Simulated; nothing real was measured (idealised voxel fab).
process module | voxel double patterning
cross-section cut | 235 nm wide | cells 5 nm
A cross-section is a grid of square cells, given in bands from the top down. A band is one or more rows of cells.
Each band's line starts with the height of the band's top and of its bottom, in nm. Then come its materials from left to right, each with its width in nm. One material with "throughout" fills the band from edge to edge. "air" is empty space.
Height 0 is the level under which the wafer as received is all one material. The lowest band goes on downwards, as in "0 down".
A width such as "30 to 40" changes by the same amount from each row of cells to the next, from the band's top row to its bottom row.
"no change" after a step means that no cell of the cross-section changed.
closed voids: empty space of 8 cells or more with no open way to the top, each as width x height at its distance from the left edge, in nm
after a step's settings: what the simulator itself notes on the step
overlay nm, on a step with a mask: how far to the right of its planned place the mask lay; to the left if negative
plan
1 op RECEIVE | material Si
2 op CONFORMAL_DEP | material SiO2 | thk nm 10
3 op DIRECTIONAL_DEP | material W | thk nm 15
4 op DIRECTIONAL_DEP | material SiN | thk nm 10
5 op DIRECTIONAL_DEP | material aC | thk nm 15
6 op PATTERN | tone open | mask id FIRST | material resist | width nm 15 | pitch nm 50 | thk nm 35 | overlay nm 0
7 op DIRECTIONAL_ETCH | etch materials aC | depth nm 15
8 op STRIP | etch materials resist
9 op DIRECTIONAL_ETCH | etch materials SiN | depth nm 10
10 op STRIP | etch materials aC
11 op PATTERN | tone open | mask id SECOND | material resist | width nm 15 | pitch nm 50 | thk nm 15 | overlay nm 0
12 op DIRECTIONAL_ETCH | etch materials SiN | depth nm 5
13 op STRIP | etch materials resist
14 op DIRECTIONAL_ETCH | etch materials W | depth nm 15
15 op STRIP | etch materials SiN
varied across the wafers: depth nm of step 12. The plan shows the first wafer's value. All wafers start alike
first wafer as received, after step 1
  0 down: Si throughout
  closed voids: none
first wafer at the end, after step 15
  25 to 10: W 60 | air 15 | W 35 | air 15 | W 35 | air 15 | W 60
  10 to 0: SiO2 throughout
  0 down: Si throughout
  closed voids: none
last wafer at the end
  25 to 10: W 60 | air 15 | W 10 | air 15 | W 10 | air 15 | W 10 | air 15 | W 10 | air 15 | W 60
  10 to 0: SiO2 throughout
  0 down: Si throughout
  closed voids: none
each wafer at the end: cells of each material gained (+) or lost (-) since it was received, then its closed voids
depth nm 5 | +94 SiO2 | +114 W | closed voids: none
depth nm 10 | +94 SiO2 | +96 W | closed voids: none
depth nm 15 | +94 SiO2 | +96 W | closed voids: none
depth nm 20 | +94 SiO2 | +96 W | closed voids: none
depth nm 25 | +94 SiO2 | +96 W | closed voids: none
